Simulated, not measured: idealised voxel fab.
process module | voxel capacitor over wiring
cross-section cut | 145 nm wide | cells 5 nm
A cross-section is a grid of square cells, given in bands from the top down. A band is one or more rows of cells.
Each band's line starts with the height of the band's top and of its bottom, in nm. Then come its materials from left to right, each with its width in nm. One material with "throughout" fills the band from edge to edge. "air" is empty space.
Height 0 is the level under which the wafer as received is all one material. The lowest band goes on downwards, as in "0 down".
A width such as "30 to 40" changes by the same amount from each row of cells to the next, from the band's top row to its bottom row.
"no change" after a step means that no cell of the cross-section changed.
closed voids: empty space of 8 cells or more with no open way to the top, each as width x height at its distance from the left edge, in nm
after a step's settings: what the simulator itself notes on the step
overlay nm, on a step with a mask: how far to the right of its planned place the mask lay; to the left if negative
plan
1 op RECEIVE | material Si
2 op CONFORMAL_DEP | material SiO2 | thk nm 15
3 op DIRECTIONAL_DEP | material TiN | thk nm 5
4 op DIRECTIONAL_DEP | material W | thk nm 15
5 op DIRECTIONAL_DEP | material aC | thk nm 10
6 op PATTERN | tone cover | mask id METAL_1 | material resist | width nm 30 | pitch nm 85 | thk nm 30 | overlay nm 0
7 op DIRECTIONAL_ETCH | etch materials aC | depth nm 10
8 op STRIP | etch materials resist
9 op DIRECTIONAL_ETCH | etch materials W | depth nm 15
10 op DIRECTIONAL_ETCH | etch materials TiN | depth nm 5
11 op STRIP | etch materials aC
12 op FILL_DEP | material lowk | thk nm 5
13 op CMP | height nm 35
14 op CONFORMAL_DEP | material SiCN | thk nm 5
15 op DIRECTIONAL_DEP | material lowk | thk nm 20
16 op PATTERN | tone open | mask id PLUG_1 | material resist | width nm 15 | thk nm 15 | overlay nm 0
17 op DIRECTIONAL_ETCH | etch materials lowk | depth nm 20
18 op DIRECTIONAL_ETCH | etch materials SiCN | depth nm 5
19 op STRIP | etch materials resist
20 op EPI | material Ru | thk nm 10
21 op EPI | material Ru | thk nm 10
22 op EPI | material Ru | thk nm 5
23 op DIRECTIONAL_DEP | material TiN | thk nm 5
24 op DIRECTIONAL_DEP | material HfO2 | thk nm 5
25 op DIRECTIONAL_DEP | material TiN | thk nm 10
26 op MASKED_ETCH | tone cover | mask id UPPER_PLATE | width nm 60 | etch materials TiN | depth nm 10 | overlay nm 0
27 op MASKED_ETCH | tone cover | mask id UPPER_PLATE | width nm 60 | etch materials HfO2 | depth nm 5 | overlay nm 0
28 op DIRECTIONAL_DEP | material aC | thk nm 15
29 op PATTERN | tone cover | mask id LOWER_PLATE | material resist | width nm 70 | thk nm 30 | overlay nm 0
30 op DIRECTIONAL_ETCH | etch materials aC | depth nm 15
31 op STRIP | etch materials resist
32 op DIRECTIONAL_ETCH | etch materials TiN | depth nm 5
33 op STRIP | etch materials aC
34 op FILL_DEP | material SiO2 | thk nm 20
35 op CMP | height nm 95
36 op DIRECTIONAL_DEP | material aC | thk nm 15
37 op PATTERN | tone open | mask id PLUG_2 | material resist | width nm 15 | thk nm 30 | overlay nm 0
38 op DIRECTIONAL_ETCH | etch materials aC | depth nm 15
39 op STRIP | etch materials resist
40 op DIRECTIONAL_ETCH | etch materials SiO2 | depth nm 15
41 op STRIP | etch materials aC
42 op CONFORMAL_DEP | material TiN | thk nm 5
43 op FILL_DEP | material Ru | thk nm 5
44 op CMP | height nm 95
45 op CONFORMAL_DEP | material SiCN | thk nm 5
first wafer, as planned
as received, after step 1
  0 down: Si throughout
  closed voids: none
after step 2
  15 to 0: SiO2 throughout
  below 0: unchanged
after step 3
  20 to 15: TiN throughout
  below 15: unchanged
after step 4
  35 to 20: W throughout
  below 20: unchanged
after step 5
  45 to 35: aC throughout
  below 35: unchanged
after step 6
  75 to 45: air 15 | resist 30 | air 55 | resist 30 | air 15
  below 45: unchanged
after step 7
  65 to 45: air 15 | resist 30 | air 55 | resist 30 | air 15
  45 to 35: air 15 | aC 30 | air 55 | aC 30 | air 15
  below 35: unchanged
after step 8
  45 to 35: air 15 | aC 30 | air 55 | aC 30 | air 15
  below 35: unchanged
after step 9
  45 to 35: air 15 | aC 30 | air 55 | aC 30 | air 15
  35 to 20: air 15 | W 30 | air 55 | W 30 | air 15
  below 20: unchanged
after step 10
  45 to 35: air 15 | aC 30 | air 55 | aC 30 | air 15
  35 to 20: air 15 | W 30 | air 55 | W 30 | air 15
  20 to 15: air 15 | TiN 30 | air 55 | TiN 30 | air 15
  below 15: unchanged
after step 11
  35 to 20: air 15 | W 30 | air 55 | W 30 | air 15
  below 20: unchanged
after step 12
  40 to 35: lowk throughout
  35 to 20: lowk 15 | W 30 | lowk 55 | W 30 | lowk 15
  20 to 15: lowk 15 | TiN 30 | lowk 55 | TiN 30 | lowk 15
  below 15: unchanged
after step 13
  35 to 20: lowk 15 | W 30 | lowk 55 | W 30 | lowk 15
  below 20: unchanged
after step 14
  40 to 35: SiCN throughout
  below 35: unchanged
after step 15
  60 to 40: lowk throughout
  below 40: unchanged
after step 16
  75 to 60: resist 30 | air 15 | resist 100
  below 60: unchanged
after step 17
  75 to 60: resist 30 | air 15 | resist 100
  60 to 40: lowk 30 | air 15 | lowk 100
  below 40: unchanged
after step 18
  75 to 60: resist 30 | air 15 | resist 100
  60 to 40: lowk 30 | air 15 | lowk 100
  40 to 35: SiCN 30 | air 15 | SiCN 100
  below 35: unchanged
after step 19
  60 to 40: lowk 30 | air 15 | lowk 100
  below 40: unchanged
after step 20
  60 to 45: lowk 30 | air 15 | lowk 100
  45 to 40: lowk 30 | Ru 15 | lowk 100
  40 to 35: SiCN 30 | Ru 15 | SiCN 100
  below 35: unchanged
after step 21
  60 to 55: lowk 30 | air 15 | lowk 100
  55 to 40: lowk 30 | Ru 15 | lowk 100
  below 40: unchanged
after step 22
  60 to 40: lowk 30 | Ru 15 | lowk 100
  below 40: unchanged
after step 23
  65 to 60: TiN throughout
  below 60: unchanged
after step 24
  70 to 65: HfO2 throughout
  below 65: unchanged
after step 25
  80 to 70: TiN throughout
  below 70: unchanged
after step 26
  80 to 70: air 30 | TiN 60 | air 55
  below 70: unchanged
after step 27
  80 to 70: air 30 | TiN 60 | air 55
  70 to 65: air 30 | HfO2 60 | air 55
  below 65: unchanged
after step 28
  95 to 80: air 30 | aC 60 | air 55
  80 to 70: aC 30 | TiN 60 | aC 55
  70 to 65: aC 30 | HfO2 60 | aC 55
  below 65: unchanged
after step 29
  125 to 95: air 25 | resist 70 | air 50
  95 to 80: air 25 | resist 5 | aC 60 | resist 5 | air 50
  below 80: unchanged
after step 30
  110 to 95: air 25 | resist 70 | air 50
  95 to 80: air 25 | resist 5 | aC 60 | resist 5 | air 50
  80 to 70: air 25 | aC 5 | TiN 60 | aC 5 | air 50
  70 to 65: air 25 | aC 5 | HfO2 60 | aC 5 | air 50
  below 65: unchanged
after step 31
  95 to 80: air 30 | aC 60 | air 55
  below 80: unchanged
after step 32
  95 to 80: air 30 | aC 60 | air 55
  80 to 70: air 25 | aC 5 | TiN 60 | aC 5 | air 50
  70 to 65: air 25 | aC 5 | HfO2 60 | aC 5 | air 50
  65 to 60: air 25 | TiN 70 | air 50
  below 60: unchanged
after step 33
  80 to 70: air 30 | TiN 60 | air 55
  70 to 65: air 30 | HfO2 60 | air 55
  below 65: unchanged
after step 34
  100 to 80: SiO2 throughout
  80 to 70: SiO2 30 | TiN 60 | SiO2 55
  70 to 65: SiO2 30 | HfO2 60 | SiO2 55
  65 to 60: SiO2 25 | TiN 70 | SiO2 50
  below 60: unchanged
after step 35
  95 to 80: SiO2 throughout
  below 80: unchanged
after step 36
  110 to 95: aC throughout
  below 95: unchanged
after step 37
  140 to 110: resist 40 | air 15 | resist 90
  below 110: unchanged
after step 38
  125 to 110: resist 40 | air 15 | resist 90
  110 to 95: aC 40 | air 15 | aC 90
  below 95: unchanged
after step 39
  110 to 95: aC 40 | air 15 | aC 90
  below 95: unchanged
after step 40
  110 to 95: aC 40 | air 15 | aC 90
  95 to 80: SiO2 40 | air 15 | SiO2 90
  below 80: unchanged
after step 41
  95 to 80: SiO2 40 | air 15 | SiO2 90
  below 80: unchanged
after step 42
  100 to 95: TiN 45 | air 5 | TiN 95
  95 to 85: SiO2 40 | TiN 5 | air 5 | TiN 5 | SiO2 90
  85 to 80: SiO2 40 | TiN 15 | SiO2 90
  below 80: unchanged
after step 43
  105 to 100: Ru throughout
  100 to 95: TiN 45 | Ru 5 | TiN 95
  95 to 85: SiO2 40 | TiN 5 | Ru 5 | TiN 5 | SiO2 90
  below 85: unchanged
after step 44
  95 to 85: SiO2 40 | TiN 5 | Ru 5 | TiN 5 | SiO2 90
  below 85: unchanged
after step 45
  100 to 95: SiCN throughout
  below 95: unchanged
second wafer: like start, like plan, one mistake. Through step 3 it matches the first wafer
when step 4 should have ended
  30 to 20: W throughout
  below 20: unchanged
when step 5 should have ended
  40 to 30: aC throughout
  below 30: unchanged
when step 6 should have ended
  70 to 40: air 15 | resist 30 | air 55 | resist 30 | air 15
  below 40: unchanged
when step 7 should have ended
  60 to 40: air 15 | resist 30 | air 55 | resist 30 | air 15
  40 to 30: air 15 | aC 30 | air 55 | aC 30 | air 15
  below 30: unchanged
when step 8 should have ended
  40 to 30: air 15 | aC 30 | air 55 | aC 30 | air 15
  below 30: unchanged
when step 9 should have ended
  40 to 30: air 15 | aC 30 | air 55 | aC 30 | air 15
  30 to 20: air 15 | W 30 | air 55 | W 30 | air 15
  below 20: unchanged
when step 10 should have ended
  40 to 30: air 15 | aC 30 | air 55 | aC 30 | air 15
  30 to 20: air 15 | W 30 | air 55 | W 30 | air 15
  20 to 15: air 15 | TiN 30 | air 55 | TiN 30 | air 15
  below 15: unchanged
when step 11 should have ended
  30 to 20: air 15 | W 30 | air 55 | W 30 | air 15
  below 20: unchanged
when step 12 should have ended
  35 to 30: lowk throughout
  30 to 20: lowk 15 | W 30 | lowk 55 | W 30 | lowk 15
  20 to 15: lowk 15 | TiN 30 | lowk 55 | TiN 30 | lowk 15
  below 15: unchanged
when step 13 should have ended: no change
when step 14 should have ended
  40 to 35: SiCN throughout
  below 35: unchanged
when step 15 should have ended
  60 to 40: lowk throughout
  below 40: unchanged
when step 16 should have ended
  75 to 60: resist 30 | air 15 | resist 100
  below 60: unchanged
when step 17 should have ended
  75 to 60: resist 30 | air 15 | resist 100
  60 to 40: lowk 30 | air 15 | lowk 100
  below 40: unchanged
when step 18 should have ended
  75 to 60: resist 30 | air 15 | resist 100
  60 to 40: lowk 30 | air 15 | lowk 100
  40 to 35: SiCN 30 | air 15 | SiCN 100
  below 35: unchanged
when step 19 should have ended
  60 to 40: lowk 30 | air 15 | lowk 100
  below 40: unchanged
when step 20 should have ended: no change
when step 21 should have ended: no change
when step 22 should have ended: no change
when step 23 should have ended
  65 to 60: TiN 30 | air 15 | TiN 100
  60 to 40: lowk 30 | air 15 | lowk 100
  40 to 35: SiCN 30 | TiN 15 | SiCN 100
  below 35: unchanged
when step 24 should have ended
  70 to 65: HfO2 30 | air 15 | HfO2 100
  65 to 60: TiN 30 | air 15 | TiN 100
  60 to 45: lowk 30 | air 15 | lowk 100
  45 to 40: lowk 30 | HfO2 15 | lowk 100
  below 40: unchanged
when step 25 should have ended
  80 to 70: TiN 30 | air 15 | TiN 100
  70 to 65: HfO2 30 | air 15 | HfO2 100
  65 to 60: TiN 30 | air 15 | TiN 100
  60 to 55: lowk 30 | air 15 | lowk 100
  55 to 45: lowk 30 | TiN 15 | lowk 100
  below 45: unchanged
when step 26 should have ended
  80 to 70: air 45 | TiN 45 | air 55
  below 70: unchanged
when step 27 should have ended
  80 to 70: air 45 | TiN 45 | air 55
  70 to 65: air 45 | HfO2 45 | air 55
  below 65: unchanged
when step 28 should have ended
  95 to 80: air 45 | aC 45 | air 55
  80 to 70: aC 30 | air 15 | TiN 45 | aC 55
  70 to 65: aC 45 | HfO2 45 | aC 55
  65 to 60: TiN 30 | aC 15 | TiN 100
  60 to 55: lowk 30 | aC 15 | lowk 100
  below 55: unchanged
when step 29 should have ended
  125 to 95: air 25 | resist 70 | air 50
  95 to 80: air 25 | resist 20 | aC 45 | resist 5 | air 50
  80 to 70: aC 30 | resist 15 | TiN 45 | aC 55
  below 70: unchanged
when step 30 should have ended
  110 to 95: air 25 | resist 70 | air 50
  95 to 80: air 25 | resist 20 | aC 45 | resist 5 | air 50
  80 to 70: air 25 | aC 5 | resist 15 | TiN 45 | aC 5 | air 50
  70 to 65: air 25 | aC 20 | HfO2 45 | aC 5 | air 50
  below 65: unchanged
when step 31 should have ended
  95 to 80: air 45 | aC 45 | air 55
  80 to 70: air 25 | aC 5 | air 15 | TiN 45 | aC 5 | air 50
  below 70: unchanged
when step 32 should have ended
  95 to 80: air 45 | aC 45 | air 55
  80 to 70: air 25 | aC 5 | air 15 | TiN 45 | aC 5 | air 50
  70 to 65: air 25 | aC 20 | HfO2 45 | aC 5 | air 50
  65 to 60: air 25 | TiN 5 | aC 15 | TiN 50 | air 50
  below 60: unchanged
when step 33 should have ended
  80 to 70: air 45 | TiN 45 | air 55
  70 to 65: air 45 | HfO2 45 | air 55
  65 to 60: air 25 | TiN 5 | air 15 | TiN 50 | air 50
  60 to 55: lowk 30 | air 15 | lowk 100
  below 55: unchanged
when step 34 should have ended
  100 to 80: SiO2 throughout
  80 to 70: SiO2 45 | TiN 45 | SiO2 55
  70 to 65: SiO2 45 | HfO2 45 | SiO2 55
  65 to 60: SiO2 25 | TiN 5 | SiO2 15 | TiN 50 | SiO2 50
  60 to 55: lowk 30 | SiO2 15 | lowk 100
  below 55: unchanged
when step 35 should have ended
  95 to 80: SiO2 throughout
  below 80: unchanged
when step 36 should have ended
  110 to 95: aC throughout
  below 95: unchanged
when step 37 should have ended
  140 to 110: resist 40 | air 15 | resist 90
  below 110: unchanged
when step 38 should have ended
  125 to 110: resist 40 | air 15 | resist 90
  110 to 95: aC 40 | air 15 | aC 90
  below 95: unchanged
when step 39 should have ended
  110 to 95: aC 40 | air 15 | aC 90
  below 95: unchanged
when step 40 should have ended
  110 to 95: aC 40 | air 15 | aC 90
  95 to 80: SiO2 40 | air 15 | SiO2 90
  below 80: unchanged
when step 41 should have ended
  95 to 80: SiO2 40 | air 15 | SiO2 90
  below 80: unchanged
when step 42 should have ended
  100 to 95: TiN 45 | air 5 | TiN 95
  95 to 85: SiO2 40 | TiN 5 | air 5 | TiN 5 | SiO2 90
  85 to 80: SiO2 40 | TiN 15 | SiO2 90
  below 80: unchanged
when step 43 should have ended
  105 to 100: Ru throughout
  100 to 95: TiN 45 | Ru 5 | TiN 95
  95 to 85: SiO2 40 | TiN 5 | Ru 5 | TiN 5 | SiO2 90
  below 85: unchanged
when step 44 should have ended
  95 to 85: SiO2 40 | TiN 5 | Ru 5 | TiN 5 | SiO2 90
  below 85: unchanged
when step 45 should have ended
  100 to 95: SiCN throughout
  below 95: unchanged
what went wrong: step 4 ran as: op DIRECTIONAL_DEP | material W | thk nm 10
at the end the second wafer has, in cells: 15 fewer of Ru | 15 more of SiO2 | 12 fewer of W | 12 more of lowk
